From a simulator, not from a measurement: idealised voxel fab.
The name of this process module is voxel lift off.
285 nm wide, 5 nm square cells: that's cross-section cut.
A cross-section in this document is a grid of square cells, and it is written down as bands, the top band listed before the ones below it; a band is made up of one or more rows of cells. It is stipulated that each band's entry specify, in nanometres, the height of the top of the band and then that of its bottom, followed by the materials of the band in left-to-right sequence, each together with its width in nanometres. A single material marked by the word "everywhere" is understood to fill the band from edge to edge; the word "blank" is understood to denote empty space. Ref level 0: as-received wafer is one material below here. Bottom band extends down with no lower bound ("z 0 and below"). So if you see something like "30 to 40" for the width, read it as the top row of the band sitting at the first number and the bottom row at the second, with every row in between moving by the same amount as the last. Where a step carries "no alteration", the cross-section came out of it unchanged, cell for cell. Closed empty spaces (no open way to the top) of 8 cells or more are what "Fully enclosed voids" lists, each as width x height at distance from the left edge, nm for all three. It should be noted that, on the line of a given step, the content following the step's settings is a remark produced by the simulator itself with respect to that step. On any step carrying a mask, the "overlay nm" setting, if present on the step's line, tells how far right of its planned place the mask lay; negative values point to the left.
# The planned process steps are enumerated hereunder
1. RECEIVE: material Si
2. CONFORMAL_DEP: material Al2O3, thk nm 15
3. PATTERN: tone open, mask id LINES, material resist, width nm 25, pitch nm 40, thk nm 20, overlay nm 0
4. DIRECTIONAL_DEP: material Ru, thk nm 5
5. STRIP: etch materials resist
6. CONFORMAL_DEP: material SiO2, thk nm 10
# Of two wafers, the first: run according to plan
# Cross-section, incoming material, after step 1
    z 0 and below | Si everywhere
    Fully enclosed voids: none
# Wafer after step 2 (cross-section)
    z 15 to 0 | Al2O3 everywhere
    below 0: unchanged
# Wafer after step 3 (cross-section)
    z 35 to 15 | 110 of resist, then 25 of blank, then 15 of resist, then 25 of blank, then 110 of resist
    below 15: unchanged
# Wafer after step 4 (cross-section)
    z 40 to 35 | 110 of Ru, then 25 of blank, then 15 of Ru, then 25 of blank, then 110 of Ru
    z 35 to 20 | 110 of resist, then 25 of blank, then 15 of resist, then 25 of blank, then 110 of resist
    z 20 to 15 | 110 of resist, then 25 of Ru, then 15 of resist, then 25 of Ru, then 110 of resist
    below 15: unchanged
# Wafer after step 5 (cross-section)
    z 20 to 15 | 110 of blank, then 25 of Ru, then 15 of blank, then 25 of Ru, then 110 of blank
    below 15: unchanged
# Wafer after step 6 (cross-section)
    z 30 to 25 | 100 of blank, then 85 of SiO2, then 100 of blank
    z 25 to 20 | SiO2 everywhere
    z 20 to 15 | 110 of SiO2, then 25 of Ru, then 15 of SiO2, then 25 of Ru, then 110 of SiO2
    below 15: unchanged
# Companion wafer, the second of two: same beginning, same intended sequence, one mistake in carrying it out; through step 5 inclusive it tracks the first exactly
# X-section, second wafer, when step 6 was due to finish
    z 35 to 30 | 95 of blank, then 95 of SiO2, then 95 of blank
    z 30 to 20 | SiO2 everywhere
    z 20 to 15 | 110 of SiO2, then 25 of Ru, then 15 of SiO2, then 25 of Ru, then 110 of SiO2
    below 15: unchanged
Nonconformance to the process plan: step 6 ran as: CONFORMAL_DEP: material SiO2, thk nm 15
End of process, cell counts, second wafer against first, materials with more or fewer: SiO2: 59 more
